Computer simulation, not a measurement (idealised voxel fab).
Herein follows the process module entitled voxel wiring stack.
In the cross-section labelled cut, the width is 165 nm and each square cell is 5 nm.
When this document writes out a cross-section, it uses a grid of square cells and lists it as bands, beginning at the top and moving down, with a band standing for one or more rows of cells. Heights first: top, then bottom, in nm. Then materials, left to right, each with a width in nm. "all across" on a single material: fills the band edge to edge. "air": empty space. Heights are reckoned from 0. Under this level, the received wafer is all of one material. The bottommost band is open-ended downward, for example "0 down". Width spec "30..40" -> top row of cells at first value, bottom row at second value, equal per-row change in between. "changes: none" (step): cross-section cells unchanged, all of them. "Enclosed cavity list" - sealed voids, min. 8 cells, no opening to top; format: width x height at distance (distance from left edge; nm throughout). Formally, on a step line, whatever follows the settings is a remark that the simulator itself makes on the step. "overlay nm" denotes, for a step that has a mask, the displacement of the mask to the right of its planned place, with negative values corresponding to the left. Reading key. Pairs: pre-step and post-step cross-section, one process step apart; post-step view only to lowest changed band. Step between + settings: beneath pair. Runs: pairs may be from different runs of this module, same starting wafer. Continuation from pair above: only where "Before the process" entry says.
Before the process
	130 to 115: 35 nm air, then 15 nm W, then 15 nm air, then 30 nm W, then 30 nm air, then 15 nm W, then 25 nm air
	115 to 110: 20 nm air, then 15 nm W, then 15 nm TiN, then 15 nm air, then 30 nm TiN, then 15 nm air, then 15 nm W, then 15 nm TiN, then 25 nm air
	110 to 100: 20 nm lowk, then 15 nm W, then 75 nm lowk, then 15 nm W, then 40 nm lowk
	100 to 95: 20 nm SiCN, then 15 nm TiN, then 75 nm SiCN, then 15 nm TiN, then 40 nm SiCN
	95 to 70: SiO2 all across
	70 to 65: TiN all across
	65 to 45: 20 nm SiO2, then 15 nm Ru, then 75 nm SiO2, then 15 nm Ru, then 40 nm SiO2
	45 to 40: 20 nm SiCN, then 15 nm Ru, then 75 nm SiCN, then 15 nm Ru, then 40 nm SiCN
	40 to 20: 15 nm lowk, then 5 nm SiN, then 30 nm W, then 5 nm SiN, then 5 nm lowk, then 5 nm SiN, then 30 nm W, then 5 nm SiN, then 5 nm lowk, then 5 nm SiN, then 30 nm W, then 5 nm SiN, then 20 nm lowk
	20 to 15: 20 nm SiN, then 30 nm TiN, then 15 nm SiN, then 30 nm TiN, then 15 nm SiN, then 30 nm TiN, then 25 nm SiN
	15 to 0: SiO2 all across
	0 down: Si all across
	Enclosed cavity list: none
Resulting Cross-Section
	140 to 130: SiO2 all across
	130 to 115: 35 nm SiO2, then 15 nm W, then 15 nm SiO2, then 30 nm W, then 30 nm SiO2, then 15 nm W, then 25 nm SiO2
	115 to 110: 20 nm SiO2, then 15 nm W, then 15 nm TiN, then 15 nm SiO2, then 30 nm TiN, then 15 nm SiO2, then 15 nm W, then 15 nm TiN, then 25 nm SiO2
	below 110: unchanged
	Enclosed cavity list: none
What was done to get from the before section above to the after section? FILL_DEP [material SiO2] [thk nm 10]
Before the process: just use the after drawing of the pair above as your starting point.
Resulting Cross-Section
	130 to 115: 35 nm SiO2, then 15 nm W, then 15 nm SiO2, then 30 nm W, then 30 nm SiO2, then 15 nm W, then 25 nm SiO2
	below 115: unchanged
	Enclosed cavity list: none
What was done to get from the before section above to the after section? CMP [height nm 130]
Before the process: just use the after drawing of the pair above as your starting point.
Resulting Cross-Section
	135 to 130: SiCN all across
	below 130: unchanged
	Enclosed cavity list: none
What was done to get from the before section above to the after section? CONFORMAL_DEP [material SiCN] [thk nm 5]
Before the process: just use the after drawing of the pair above as your starting point.
Resulting Cross-Section
	145 to 135: lowk all across
	below 135: unchanged
	Enclosed cavity list: none
What was done to get from the before section above to the after section? DIRECTIONAL_DEP [material lowk] [thk nm 10]
Before the process: just use the after drawing of the pair above as your starting point.
Resulting Cross-Section
	165 to 145: 20 nm resist, then 15 nm air, then 30 nm resist, then 15 nm air, then 30 nm resist, then 15 nm air, then 40 nm resist
	below 145: unchanged
	Enclosed cavity list: none
What was done to get from the before section above to the after section? PATTERN [tone open] [mask id PLUG_3] [material resist] [width nm 15] [pitch nm 45] [thk nm 20] [overlay nm 0]
Before the process: just use the after drawing of the pair above as your starting point.
Resulting Cross-Section
	165 to 145: 20 nm resist, then 15 nm air, then 30 nm resist, then 15 nm air, then 30 nm resist, then 15 nm air, then 40 nm resist
	145 to 135: 20 nm lowk, then 15 nm air, then 30 nm lowk, then 15 nm air, then 30 nm lowk, then 15 nm air, then 40 nm lowk
	below 135: unchanged
	Enclosed cavity list: none
What was done to get from the before section above to the after section? DIRECTIONAL_ETCH [etch materials lowk] [depth nm 10]
Before the process: just use the after drawing of the pair above as your starting point.
Resulting Cross-Section
	165 to 145: 20 nm resist, then 15 nm air, then 30 nm resist, then 15 nm air, then 30 nm resist, then 15 nm air, then 40 nm resist
	145 to 135: 20 nm lowk, then 15 nm air, then 30 nm lowk, then 15 nm air, then 30 nm lowk, then 15 nm air, then 40 nm lowk
	135 to 130: 20 nm SiCN, then 15 nm air, then 30 nm SiCN, then 15 nm air, then 30 nm SiCN, then 15 nm air, then 40 nm SiCN
	below 130: unchanged
	Enclosed cavity list: none
What was done to get from the before section above to the after section? DIRECTIONAL_ETCH [etch materials SiCN] [depth nm 5]
Before the process: just use the after drawing of the pair above as your starting point.
Resulting Cross-Section
	145 to 135: 20 nm lowk, then 15 nm air, then 30 nm lowk, then 15 nm air, then 30 nm lowk, then 15 nm air, then 40 nm lowk
	below 135: unchanged
	Enclosed cavity list: none
What was done to get from the before section above to the after section? STRIP [etch materials resist]
Before the process: just use the after drawing of the pair above as your starting point.
Resulting Cross-Section
	150 to 145: 25 nm TiN, then 5 nm air, then 40 nm TiN, then 5 nm air, then 40 nm TiN, then 5 nm air, then 45 nm TiN
	145 to 135: 20 nm lowk, then 5 nm TiN, then 5 nm air, then 5 nm TiN, then 30 nm lowk, then 5 nm TiN, then 5 nm air, then 5 nm TiN, then 30 nm lowk, then 5 nm TiN, then 5 nm air, then 5 nm TiN, then 40 nm lowk
	135 to 130: 20 nm SiCN, then 15 nm TiN, then 30 nm SiCN, then 15 nm TiN, then 30 nm SiCN, then 15 nm TiN, then 40 nm SiCN
	below 130: unchanged
	Enclosed cavity list: none
What was done to get from the before section above to the after section? CONFORMAL_DEP [material TiN] [thk nm 5]
Before the process: just use the after drawing of the pair above as your starting point.
Resulting Cross-Section
	155 to 150: Cu all across
	150 to 145: 25 nm TiN, then 5 nm Cu, then 40 nm TiN, then 5 nm Cu, then 40 nm TiN, then 5 nm Cu, then 45 nm TiN
	145 to 135: 20 nm lowk, then 5 nm TiN, then 5 nm Cu, then 5 nm TiN, then 30 nm lowk, then 5 nm TiN, then 5 nm Cu, then 5 nm TiN, then 30 nm lowk, then 5 nm TiN, then 5 nm Cu, then 5 nm TiN, then 40 nm lowk
	below 135: unchanged
	Enclosed cavity list: none
What was done to get from the before section above to the after section? FILL_DEP [material Cu] [thk nm 5]
Before the process: just use the after drawing of the pair above as your starting point.
Resulting Cross-Section
	145 to 135: 20 nm lowk, then 5 nm TiN, then 5 nm Cu, then 5 nm TiN, then 30 nm lowk, then 5 nm TiN, then 5 nm Cu, then 5 nm TiN, then 30 nm lowk, then 5 nm TiN, then 5 nm Cu, then 5 nm TiN, then 40 nm lowk
	below 135: unchanged
	Enclosed cavity list: none
What was done to get from the before section above to the after section? CMP [height nm 145]
Before the process: just use the after drawing of the pair above as your starting point.
Resulting Cross-Section
	150 to 145: TiN all across
	below 145: unchanged
	Enclosed cavity list: none
What was done to get from the before section above to the after section? DIRECTIONAL_DEP [material TiN] [thk nm 5]
Before the process: just use the after drawing of the pair above as your starting point.
Resulting Cross-Section
	170 to 150: W all across
	below 150: unchanged
	Enclosed cavity list: none
What was done to get from the before section above to the after section? DIRECTIONAL_DEP [material W] [thk nm 20]
Before the process: just use the after drawing of the pair above as your starting point.
Resulting Cross-Section
	170 to 150: 20 nm air, then 30 nm W, then 15 nm air, then 30 nm W, then 15 nm air, then 30 nm W, then 25 nm air
	below 150: unchanged
	Enclosed cavity list: none
What was done to get from the before section above to the after section? MASKED_ETCH [tone cover] [mask id METAL_4] [width nm 30] [pitch nm 45] [etch materials W] [depth nm 20] [overlay nm 0]
Before the process: just use the after drawing of the pair above as your starting point.
Resulting Cross-Section
	170 to 150: 20 nm air, then 30 nm W, then 15 nm air, then 30 nm W, then 15 nm air, then 30 nm W, then 25 nm air
	150 to 145: 20 nm air, then 30 nm TiN, then 15 nm air, then 30 nm TiN, then 15 nm air, then 30 nm TiN, then 25 nm air
	below 145: unchanged
	Enclosed cavity list: none
What was done to get from the before section above to the after section? MASKED_ETCH [tone cover] [mask id METAL_4] [width nm 30] [pitch nm 45] [etch materials TiN] [depth nm 5] [overlay nm 0]
Before the process: just use the after drawing of the pair above as your starting point.
Resulting Cross-Section
	175 to 170: 15 nm air, then 40 nm SiCN, then 5 nm air, then 40 nm SiCN, then 5 nm air, then 40 nm SiCN, then 20 nm air
	170 to 150: 15 nm air, then 5 nm SiCN, then 30 nm W, then 5 nm SiCN, then 5 nm air, then 5 nm SiCN, then 30 nm W, then 5 nm SiCN, then 5 nm air, then 5 nm SiCN, then 30 nm W, then 5 nm SiCN, then 20 nm air
	150 to 145: 20 nm SiCN, then 30 nm TiN, then 15 nm SiCN, then 30 nm TiN, then 15 nm SiCN, then 30 nm TiN, then 25 nm SiCN
	below 145: unchanged
	Enclosed cavity list: none
What was done to get from the before section above to the after section? CONFORMAL_DEP [material SiCN] [thk nm 5]
Before the process: just use the after drawing of the pair above as your starting point.
Resulting Cross-Section
	185 to 175: SiO2 all across
	175 to 170: 15 nm SiO2, then 40 nm SiCN, then 5 nm SiO2, then 40 nm SiCN, then 5 nm SiO2, then 40 nm SiCN, then 20 nm SiO2
	170 to 150: 15 nm SiO2, then 5 nm SiCN, then 30 nm W, then 5 nm SiCN, then 5 nm SiO2, then 5 nm SiCN, then 30 nm W, then 5 nm SiCN, then 5 nm SiO2, then 5 nm SiCN, then 30 nm W, then 5 nm SiCN, then 20 nm SiO2
	below 150: unchanged
	Enclosed cavity list: none
What was done to get from the before section above to the after section? FILL_DEP [material SiO2] [thk nm 10]
Before the process: just use the after drawing of the pair above as your starting point.
Resulting Cross-Section
	170 to 150: 15 nm SiO2, then 5 nm SiCN, then 30 nm W, then 5 nm SiCN, then 5 nm SiO2, then 5 nm SiCN, then 30 nm W, then 5 nm SiCN, then 5 nm SiO2, then 5 nm SiCN, then 30 nm W, then 5 nm SiCN, then 20 nm SiO2
	below 150: unchanged
	Enclosed cavity list: none
What was done to get from the before section above to the after section? CMP [height nm 170]
Before the process: just use the after drawing of the pair above as your starting point.
Resulting Cross-Section
	175 to 170: SiCN all across
	below 170: unchanged
	Enclosed cavity list: none
What was done to get from the before section above to the after section? CONFORMAL_DEP [material SiCN] [thk nm 5]
Before the process
	105 to 95: aC all across
	95 to 70: W all across
	70 to 65: TiN all across
	65 to 45: 20 nm SiO2, then 15 nm Ru, then 75 nm SiO2, then 15 nm Ru, then 40 nm SiO2
	45 to 40: 20 nm SiCN, then 15 nm Ru, then 75 nm SiCN, then 15 nm Ru, then 40 nm SiCN
	40 to 20: 15 nm lowk, then 5 nm SiN, then 30 nm W, then 5 nm SiN, then 5 nm lowk, then 5 nm SiN, then 30 nm W, then 5 nm SiN, then 5 nm lowk, then 5 nm SiN, then 30 nm W, then 5 nm SiN, then 20 nm lowk
	20 to 15: 20 nm SiN, then 30 nm TiN, then 15 nm SiN, then 30 nm TiN, then 15 nm SiN, then 30 nm TiN, then 25 nm SiN
	15 to 0: SiO2 all across
	0 down: Si all across
	Enclosed cavity list: none
Resulting Cross-Section
	135 to 105: 20 nm resist, then 30 nm air, then 15 nm resist, then 30 nm air, then 15 nm resist, then 30 nm air, then 25 nm resist
	below 105: unchanged
	Enclosed cavity list: none
What was done to get from the before section above to the after section? PATTERN [tone open] [mask id METAL_2] [material resist] [width nm 30] [pitch nm 45] [thk nm 30] [overlay nm 0]
Before the process: just use the after drawing of the pair above as your starting point.
Resulting Cross-Section
	125 to 105: 20 nm resist, then 30 nm air, then 15 nm resist, then 30 nm air, then 15 nm resist, then 30 nm air, then 25 nm resist
	105 to 95: 20 nm aC, then 30 nm air, then 15 nm aC, then 30 nm air, then 15 nm aC, then 30 nm air, then 25 nm aC
	below 95: unchanged
	Enclosed cavity list: none
What was done to get from the before section above to the after section? DIRECTIONAL_ETCH [etch materials aC] [depth nm 10]
Before the process: just use the after drawing of the pair above as your starting point.
Resulting Cross-Section
	105 to 95: 20 nm aC, then 30 nm air, then 15 nm aC, then 30 nm air, then 15 nm aC, then 30 nm air, then 25 nm aC
	below 95: unchanged
	Enclosed cavity list: none
What was done to get from the before section above to the after section? STRIP [etch materials resist]
Before the process: just use the after drawing of the pair above as your starting point.
Resulting Cross-Section
	105 to 95: 20 nm aC, then 30 nm air, then 15 nm aC, then 30 nm air, then 15 nm aC, then 30 nm air, then 25 nm aC
	95 to 70: 20 nm W, then 30 nm air, then 15 nm W, then 30 nm air, then 15 nm W, then 30 nm air, then 25 nm W
	below 70: unchanged
	Enclosed cavity list: none
What was done to get from the before section above to the after section? DIRECTIONAL_ETCH [etch materials W] [depth nm 25]
Before the process: just use the after drawing of the pair above as your starting point.
Resulting Cross-Section
	105 to 95: 20 nm aC, then 30 nm air, then 15 nm aC, then 30 nm air, then 15 nm aC, then 30 nm air, then 25 nm aC
	95 to 70: 20 nm W, then 30 nm air, then 15 nm W, then 30 nm air, then 15 nm W, then 30 nm air, then 25 nm W
	70 to 65: 20 nm TiN, then 30 nm air, then 15 nm TiN, then 30 nm air, then 15 nm TiN, then 30 nm air, then 25 nm TiN
	below 65: unchanged
	Enclosed cavity list: none
What was done to get from the before section above to the after section? DIRECTIONAL_ETCH [etch materials TiN] [depth nm 5]
Before the process: just use the after drawing of the pair above as your starting point.
Resulting Cross-Section
	95 to 70: 20 nm W, then 30 nm air, then 15 nm W, then 30 nm air, then 15 nm W, then 30 nm air, then 25 nm W
	below 70: unchanged
	Enclosed cavity list: none
What was done to get from the before section above to the after section? STRIP [etch materials aC]
Before the process: just use the after drawing of the pair above as your starting point.
Resulting Cross-Section
	100 to 95: 25 nm SiN, then 20 nm air, then 25 nm SiN, then 20 nm air, then 25 nm SiN, then 20 nm air, then 30 nm SiN
	95 to 70: 20 nm W, then 5 nm SiN, then 20 nm air, then 5 nm SiN, then 15 nm W, then 5 nm SiN, then 20 nm air, then 5 nm SiN, then 15 nm W, then 5 nm SiN, then 20 nm air, then 5 nm SiN, then 25 nm W
	70 to 65: 20 nm TiN, then 30 nm SiN, then 15 nm TiN, then 30 nm SiN, then 15 nm TiN, then 30 nm SiN, then 25 nm TiN
	below 65: unchanged
	Enclosed cavity list: none
What was done to get from the before section above to the after section? CONFORMAL_DEP [material SiN] [thk nm 5]
Before the process: just use the after drawing of the pair above as your starting point.
Resulting Cross-Section
	105 to 100: lowk all across
	100 to 95: 25 nm SiN, then 20 nm lowk, then 25 nm SiN, then 20 nm lowk, then 25 nm SiN, then 20 nm lowk, then 30 nm SiN
	95 to 70: 20 nm W, then 5 nm SiN, then 20 nm lowk, then 5 nm SiN, then 15 nm W, then 5 nm SiN, then 20 nm lowk, then 5 nm SiN, then 15 nm W, then 5 nm SiN, then 20 nm lowk, then 5 nm SiN, then 25 nm W
	below 70: unchanged
	Enclosed cavity list: none
What was done to get from the before section above to the after section? FILL_DEP [material lowk] [thk nm 5]
Before the process: just use the after drawing of the pair above as your starting point.
Resulting Cross-Section
	95 to 70: 20 nm W, then 5 nm SiN, then 20 nm lowk, then 5 nm SiN, then 15 nm W, then 5 nm SiN, then 20 nm lowk, then 5 nm SiN, then 15 nm W, then 5 nm SiN, then 20 nm lowk, then 5 nm SiN, then 25 nm W
	below 70: unchanged
	Enclosed cavity list: none
What was done to get from the before section above to the after section? CMP [height nm 95]
Before the process: just use the after drawing of the pair above as your starting point.
Resulting Cross-Section
	100 to 95: SiCN all across
	below 95: unchanged
	Enclosed cavity list: none
What was done to get from the before section above to the after section? CONFORMAL_DEP [material SiCN] [thk nm 5]
Before the process: just use the after drawing of the pair above as your starting point.
Resulting Cross-Section
	110 to 100: lowk all across
	below 100: unchanged
	Enclosed cavity list: none
What was done to get from the before section above to the after section? DIRECTIONAL_DEP [material lowk] [thk nm 10]
Before the process: just use the after drawing of the pair above as your starting point.
Resulting Cross-Section
	110 to 100: 20 nm lowk, then 15 nm air, then 75 nm lowk, then 15 nm air, then 40 nm lowk
	below 100: unchanged
	Enclosed cavity list: none
What was done to get from the before section above to the after section? MASKED_ETCH [tone open] [mask id PLUG_2] [width nm 15] [pitch nm 90] [etch materials lowk] [depth nm 10] [overlay nm 0]
Before the process: just use the after drawing of the pair above as your starting point.
Resulting Cross-Section
	110 to 100: 20 nm lowk, then 15 nm air, then 75 nm lowk, then 15 nm air, then 40 nm lowk
	100 to 95: 20 nm SiCN, then 15 nm air, then 75 nm SiCN, then 15 nm air, then 40 nm SiCN
	below 95: unchanged
	Enclosed cavity list: none
What was done to get from the before section above to the after section? MASKED_ETCH [tone open] [mask id PLUG_2] [width nm 15] [pitch nm 90] [etch materials SiCN] [depth nm 5] [overlay nm 0]
Before the process: just use the after drawing of the pair above as your starting point.
Resulting Cross-Section
	115 to 110: 20 nm TiN, then 15 nm air, then 75 nm TiN, then 15 nm air, then 40 nm TiN
	110 to 100: 20 nm lowk, then 15 nm air, then 75 nm lowk, then 15 nm air, then 40 nm lowk
	100 to 95: 20 nm SiCN, then 15 nm TiN, then 75 nm SiCN, then 15 nm TiN, then 40 nm SiCN
	below 95: unchanged
	Enclosed cavity list: none
What was done to get from the before section above to the after section? DIRECTIONAL_DEP [material TiN] [thk nm 5]
Before the process: just use the after drawing of the pair above as your starting point.
Resulting Cross-Section
	130 to 115: 20 nm W, then 15 nm air, then 75 nm W, then 15 nm air, then 40 nm W
	115 to 110: 20 nm TiN, then 15 nm W, then 75 nm TiN, then 15 nm W, then 40 nm TiN
	110 to 100: 20 nm lowk, then 15 nm W, then 75 nm lowk, then 15 nm W, then 40 nm lowk
	below 100: unchanged
	Enclosed cavity list: none
What was done to get from the before section above to the after section? DIRECTIONAL_DEP [material W] [thk nm 15]
Before the process: just use the after drawing of the pair above as your starting point.
Resulting Cross-Section
	130 to 115: 35 nm air, then 15 nm W, then 15 nm air, then 30 nm W, then 30 nm air, then 15 nm W, then 25 nm air
	below 115: unchanged
	Enclosed cavity list: none
What was done to get from the before section above to the after section? MASKED_ETCH [tone cover] [mask id METAL_3] [width nm 30] [pitch nm 45] [etch materials W] [depth nm 15] [overlay nm 0]
Before the process: just use the after drawing of the pair above as your starting point.
Resulting Cross-Section
	130 to 115: 35 nm air, then 15 nm W, then 15 nm air, then 30 nm W, then 30 nm air, then 15 nm W, then 25 nm air
	115 to 110: 20 nm air, then 15 nm W, then 15 nm TiN, then 15 nm air, then 30 nm TiN, then 15 nm air, then 15 nm W, then 15 nm TiN, then 25 nm air
	below 110: unchanged
	Enclosed cavity list: none
What was done to get from the before section above to the after section? MASKED_ETCH [tone cover] [mask id METAL_3] [width nm 30] [pitch nm 45] [etch materials TiN] [depth nm 5] [overlay nm 0]
Before the process: just use the after drawing of the pair above as your starting point.
Resulting Cross-Section
	140 to 130: SiO2 all across
	130 to 115: 35 nm SiO2, then 15 nm W, then 15 nm SiO2, then 30 nm W, then 30 nm SiO2, then 15 nm W, then 25 nm SiO2
	115 to 110: 20 nm SiO2, then 15 nm W, then 15 nm TiN, then 15 nm SiO2, then 30 nm TiN, then 15 nm SiO2, then 15 nm W, then 15 nm TiN, then 25 nm SiO2
	below 110: unchanged
	Enclosed cavity list: none
What was done to get from the before section above to the after section? FILL_DEP [material SiO2] [thk nm 10]
Before the process: just use the after drawing of the pair above as your starting point.
Resulting Cross-Section
	130 to 115: 35 nm SiO2, then 15 nm W, then 15 nm SiO2, then 30 nm W, then 30 nm SiO2, then 15 nm W, then 25 nm SiO2
	below 115: unchanged
	Enclosed cavity list: none
What was done to get from the before section above to the after section? CMP [height nm 130]
Before the process: just use the after drawing of the pair above as your starting point.
Resulting Cross-Section
	135 to 130: SiCN all across
	below 130: unchanged
	Enclosed cavity list: none
What was done to get from the before section above to the after section? CONFORMAL_DEP [material SiCN] [thk nm 5]
Before the process: just use the after drawing of the pair above as your starting point.
Resulting Cross-Section
	145 to 135: lowk all across
	below 135: unchanged
	Enclosed cavity list: none
What was done to get from the before section above to the after section? DIRECTIONAL_DEP [material lowk] [thk nm 10]
Before the process: just use the after drawing of the pair above as your starting point.
Resulting Cross-Section
	165 to 145: 20 nm resist, then 15 nm air, then 30 nm resist, then 15 nm air, then 30 nm resist, then 15 nm air, then 40 nm resist
	below 145: unchanged
	Enclosed cavity list: none
What was done to get from the before section above to the after section? PATTERN [tone open] [mask id PLUG_3] [material resist] [width nm 15] [pitch nm 45] [thk nm 20] [overlay nm 0]
Before the process: just use the after drawing of the pair above as your starting point.
Resulting Cross-Section
	165 to 145: 20 nm resist, then 15 nm air, then 30 nm resist, then 15 nm air, then 30 nm resist, then 15 nm air, then 40 nm resist
	145 to 135: 20 nm lowk, then 15 nm air, then 30 nm lowk, then 15 nm air, then 30 nm lowk, then 15 nm air, then 40 nm lowk
	below 135: unchanged
	Enclosed cavity list: none
What was done to get from the before section above to the after section? DIRECTIONAL_ETCH [etch materials lowk] [depth nm 10]
Before the process: just use the after drawing of the pair above as your starting point.
Resulting Cross-Section
	165 to 145: 20 nm resist, then 15 nm air, then 30 nm resist, then 15 nm air, then 30 nm resist, then 15 nm air, then 40 nm resist
	145 to 135: 20 nm lowk, then 15 nm air, then 30 nm lowk, then 15 nm air, then 30 nm lowk, then 15 nm air, then 40 nm lowk
	135 to 130: 20 nm SiCN, then 15 nm air, then 30 nm SiCN, then 15 nm air, then 30 nm SiCN, then 15 nm air, then 40 nm SiCN
	below 130: unchanged
	Enclosed cavity list: none
What was done to get from the before section above to the after section? DIRECTIONAL_ETCH [etch materials SiCN] [depth nm 5]
Before the process: just use the after drawing of the pair above as your starting point.
Resulting Cross-Section
	145 to 135: 20 nm lowk, then 15 nm air, then 30 nm lowk, then 15 nm air, then 30 nm lowk, then 15 nm air, then 40 nm lowk
	below 135: unchanged
	Enclosed cavity list: none
What was done to get from the before section above to the after section? STRIP [etch materials resist]
Before the process: just use the after drawing of the pair above as your starting point.
Resulting Cross-Section
	150 to 145: 25 nm TiN, then 5 nm air, then 40 nm TiN, then 5 nm air, then 40 nm TiN, then 5 nm air, then 45 nm TiN
	145 to 135: 20 nm lowk, then 5 nm TiN, then 5 nm air, then 5 nm TiN, then 30 nm lowk, then 5 nm TiN, then 5 nm air, then 5 nm TiN, then 30 nm lowk, then 5 nm TiN, then 5 nm air, then 5 nm TiN, then 40 nm lowk
	135 to 130: 20 nm SiCN, then 15 nm TiN, then 30 nm SiCN, then 15 nm TiN, then 30 nm SiCN, then 15 nm TiN, then 40 nm SiCN
	below 130: unchanged
	Enclosed cavity list: none
What was done to get from the before section above to the after section? CONFORMAL_DEP [material TiN] [thk nm 5]
Before the process: just use the after drawing of the pair above as your starting point.
Resulting Cross-Section
	155 to 150: Cu all across
	150 to 145: 25 nm TiN, then 5 nm Cu, then 40 nm TiN, then 5 nm Cu, then 40 nm TiN, then 5 nm Cu, then 45 nm TiN
	145 to 135: 20 nm lowk, then 5 nm TiN, then 5 nm Cu, then 5 nm TiN, then 30 nm lowk, then 5 nm TiN, then 5 nm Cu, then 5 nm TiN, then 30 nm lowk, then 5 nm TiN, then 5 nm Cu, then 5 nm TiN, then 40 nm lowk
	below 135: unchanged
	Enclosed cavity list: none
What was done to get from the before section above to the after section? FILL_DEP [material Cu] [thk nm 5]
Before the process: just use the after drawing of the pair above as your starting point.
Resulting Cross-Section
	145 to 135: 20 nm lowk, then 5 nm TiN, then 5 nm Cu, then 5 nm TiN, then 30 nm lowk, then 5 nm TiN, then 5 nm Cu, then 5 nm TiN, then 30 nm lowk, then 5 nm TiN, then 5 nm Cu, then 5 nm TiN, then 40 nm lowk
	below 135: unchanged
	Enclosed cavity list: none
What was done to get from the before section above to the after section? CMP [height nm 145]
Before the process: just use the after drawing of the pair above as your starting point.
Resulting Cross-Section
	150 to 145: TiN all across
	below 145: unchanged
	Enclosed cavity list: none
What was done to get from the before section above to the after section? DIRECTIONAL_DEP [material TiN] [thk nm 5]
Before the process: just use the after drawing of the pair above as your starting point.
Resulting Cross-Section
	170 to 150: W all across
	below 150: unchanged
	Enclosed cavity list: none
What was done to get from the before section above to the after section? DIRECTIONAL_DEP [material W] [thk nm 20]
Before the process: just use the after drawing of the pair above as your starting point.
Resulting Cross-Section
	170 to 150: 20 nm air, then 30 nm W, then 15 nm air, then 30 nm W, then 15 nm air, then 30 nm W, then 25 nm air
	below 150: unchanged
	Enclosed cavity list: none
What was done to get from the before section above to the after section? MASKED_ETCH [tone cover] [mask id METAL_4] [width nm 30] [pitch nm 45] [etch materials W] [depth nm 20] [overlay nm 0]
Before the process: just use the after drawing of the pair above as your starting point.
Resulting Cross-Section
	170 to 150: 20 nm air, then 30 nm W, then 15 nm air, then 30 nm W, then 15 nm air, then 30 nm W, then 25 nm air
	150 to 145: 20 nm air, then 30 nm TiN, then 15 nm air, then 30 nm TiN, then 15 nm air, then 30 nm TiN, then 25 nm air
	below 145: unchanged
	Enclosed cavity list: none
What was done to get from the before section above to the after section? MASKED_ETCH [tone cover] [mask id METAL_4] [width nm 30] [pitch nm 45] [etch materials TiN] [depth nm 5] [overlay nm 0]
Before the process: just use the after drawing of the pair above as your starting point.
Resulting Cross-Section
	175 to 170: 15 nm air, then 40 nm SiCN, then 5 nm air, then 40 nm SiCN, then 5 nm air, then 40 nm SiCN, then 20 nm air
	170 to 150: 15 nm air, then 5 nm SiCN, then 30 nm W, then 5 nm SiCN, then 5 nm air, then 5 nm SiCN, then 30 nm W, then 5 nm SiCN, then 5 nm air, then 5 nm SiCN, then 30 nm W, then 5 nm SiCN, then 20 nm air
	150 to 145: 20 nm SiCN, then 30 nm TiN, then 15 nm SiCN, then 30 nm TiN, then 15 nm SiCN, then 30 nm TiN, then 25 nm SiCN
	below 145: unchanged
	Enclosed cavity list: none
What was done to get from the before section above to the after section? CONFORMAL_DEP [material SiCN] [thk nm 5]
Before the process: just use the after drawing of the pair above as your starting point.
Resulting Cross-Section
	185 to 175: SiO2 all across
	175 to 170: 15 nm SiO2, then 40 nm SiCN, then 5 nm SiO2, then 40 nm SiCN, then 5 nm SiO2, then 40 nm SiCN, then 20 nm SiO2
	170 to 150: 15 nm SiO2, then 5 nm SiCN, then 30 nm W, then 5 nm SiCN, then 5 nm SiO2, then 5 nm SiCN, then 30 nm W, then 5 nm SiCN, then 5 nm SiO2, then 5 nm SiCN, then 30 nm W, then 5 nm SiCN, then 20 nm SiO2
	below 150: unchanged
	Enclosed cavity list: none
What was done to get from the before section above to the after section? FILL_DEP [material SiO2] [thk nm 10]
Before the process: just use the after drawing of the pair above as your starting point.
Resulting Cross-Section
	170 to 150: 15 nm SiO2, then 5 nm SiCN, then 30 nm W, then 5 nm SiCN, then 5 nm SiO2, then 5 nm SiCN, then 30 nm W, then 5 nm SiCN, then 5 nm SiO2, then 5 nm SiCN, then 30 nm W, then 5 nm SiCN, then 20 nm SiO2
	below 150: unchanged
	Enclosed cavity list: none
What was done to get from the before section above to the after section? CMP [height nm 170]
Before the process: just use the after drawing of the pair above as your starting point.
Resulting Cross-Section
	175 to 170: SiCN all across
	below 170: unchanged
	Enclosed cavity list: none
What was done to get from the before section above to the after section? CONFORMAL_DEP [material SiCN] [thk nm 5]
